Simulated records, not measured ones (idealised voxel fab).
You're looking at the process module voxel capacitor over wiring.
Square cells of 5 nm make up the cross-section cut, whose width is 250 nm.
In this document a cross-section is written as a grid of square cells. It is given as a series of bands, listed from the top down, and a band is one or more rows of cells. Each band's line starts with the height of the band's top and of its bottom, in nm. Then come its materials from left to right, each with its width in nm. One material with "all across" fills the band from edge to edge. "air" is empty space. Heights are reckoned from 0. Under this level, the received wafer is all of one material. The bottommost band is open-ended downward, for example "0 down". The notation "30->40" denotes a width that varies across the rows of cells in the band, beginning at the first number in the top row, finishing at the second number in the bottom row, and changing by an identical amount from each row to the next. Step marked "no modifications"? Then no cell in the cross-section changed in it. "Cavities, closed" enumerates empty spaces isolated from the top, with no open way to it, that contain at least 8 cells, giving each as width x height at distance from the left edge, all three in nm. Formally, on a step line, whatever follows the settings is a remark that the simulator itself makes on the step. Regarding "overlay nm": on a step with a mask, it is the distance the mask lay to the right of its planned place; a negative value places it to the left.

**Process steps (planned)**
- 1: RECEIVE: material Si
- 2: CONFORMAL_DEP: material SiO2, thk nm 15
- 3: DIRECTIONAL_DEP: material TiN, thk nm 5
- 4: DIRECTIONAL_DEP: material W, thk nm 20
- 5: PATTERN: tone cover, mask id METAL_1, material resist, width nm 30, pitch nm 100, thk nm 15, overlay nm 0
- 6: DIRECTIONAL_ETCH: etch materials W, depth nm 20
- 7: DIRECTIONAL_ETCH: etch materials TiN, depth nm 5
- 8: STRIP: etch materials resist
- 9: FILL_DEP: material SiO2, thk nm 5
- 10: CMP: height nm 40
- 11: CONFORMAL_DEP: material SiCN, thk nm 5
- 12: DIRECTIONAL_DEP: material SiO2, thk nm 20
- 13: PATTERN: tone open, mask id PLUG_1, material resist, width nm 15, thk nm 15, overlay nm 0
- 14: DIRECTIONAL_ETCH: etch materials SiO2, depth nm 20
- 15: DIRECTIONAL_ETCH: etch materials SiCN, depth nm 5
- 16: STRIP: etch materials resist
- 17: EPI: material Ru, thk nm 10
- 18: EPI: material Ru, thk nm 10
- 19: EPI: material Ru, thk nm 5
- 20: DIRECTIONAL_DEP: material TiN, thk nm 10
- 21: DIRECTIONAL_DEP: material HfO2, thk nm 5
- 22: DIRECTIONAL_DEP: material TiN, thk nm 10
- 23: DIRECTIONAL_DEP: material aC, thk nm 15
- 24: PATTERN: tone cover, mask id UPPER_PLATE, material resist, width nm 75, thk nm 35, overlay nm 0
- 25: DIRECTIONAL_ETCH: etch materials aC, depth nm 15
- 26: STRIP: etch materials resist
- 27: DIRECTIONAL_ETCH: etch materials TiN, depth nm 10
- 28: DIRECTIONAL_ETCH: etch materials HfO2, depth nm 5
- 29: STRIP: etch materials aC
- 30: DIRECTIONAL_DEP: material aC, thk nm 15
- 31: PATTERN: tone cover, mask id LOWER_PLATE, material resist, width nm 85, thk nm 35, overlay nm 0
- 32: DIRECTIONAL_ETCH: etch materials aC, depth nm 15
- 33: STRIP: etch materials resist
- 34: DIRECTIONAL_ETCH: etch materials TiN, depth nm 10
- 35: STRIP: etch materials aC
- 36: FILL_DEP: material SiO2, thk nm 15
- 37: CMP: height nm 100
- 38: DIRECTIONAL_DEP: material aC, thk nm 15
- 39: PATTERN: tone open, mask id PLUG_2, material resist, width nm 15, thk nm 30, overlay nm 0
- 40: DIRECTIONAL_ETCH: etch materials aC, depth nm 15
- 41: STRIP: etch materials resist
- 42: DIRECTIONAL_ETCH: etch materials SiO2, depth nm 10
- 43: STRIP: etch materials aC
- 44: CONFORMAL_DEP: material TiN, thk nm 5
- 45: FILL_DEP: material W, thk nm 5
- 46: CMP: height nm 100
- 47: CONFORMAL_DEP: material SiCN, thk nm 5

**As-received state of the wafer in cross-section, equivalent to post-step 1**
    0 down | Si all across
    Cavities, closed: none

**Looking at the first of two wafers in cross-section at end of module - ran to plan**
    105 to 100 | SiCN all across
    100 to 95 | SiO2 85 | TiN 5 | W 5 | TiN 5 | SiO2 150
    95 to 90 | SiO2 85 | TiN 15 | SiO2 150
    90 to 80 | SiO2 75 | TiN 75 | SiO2 100
    80 to 75 | SiO2 75 | HfO2 75 | SiO2 100
    75 to 65 | SiO2 70 | TiN 85 | SiO2 95
    65 to 45 | SiO2 75 | Ru 15 | SiO2 160
    45 to 40 | SiCN 75 | Ru 15 | SiCN 160
    40 to 20 | SiO2 60 | W 30 | SiO2 70 | W 30 | SiO2 60
    20 to 15 | SiO2 60 | TiN 30 | SiO2 70 | TiN 30 | SiO2 60
    15 to 0 | SiO2 all across
    0 down | Si all across
    Cavities, closed: none

**Wafer two cross-section, module end. Start and plan unchanged from wafer one; one mistake made during the run**
    105 to 100 | SiCN all across
    100 to 95 | SiO2 85 | TiN 5 | W 5 | TiN 5 | SiO2 150
    95 to 90 | SiO2 85 | TiN 15 | SiO2 150
    90 to 85 | SiO2 75 | HfO2 75 | SiO2 100
    85 to 75 | SiO2 70 | TiN 85 | SiO2 95
    75 to 65 | TiN all across
    65 to 45 | SiO2 75 | Ru 15 | SiO2 160
    45 to 40 | SiCN 75 | Ru 15 | SiCN 160
    40 to 20 | SiO2 60 | W 30 | SiO2 70 | W 30 | SiO2 60
    20 to 15 | SiO2 60 | TiN 30 | SiO2 70 | TiN 30 | SiO2 60
    15 to 0 | SiO2 all across
    0 down | Si all across
    Cavities, closed: none
Plan not followed: step 21 ran in the slot meant for step 22, and vice versa
Final difference in cells, second wafer against first, listed per material as more or fewer: 70 fewer of SiO2, 70 more of TiN
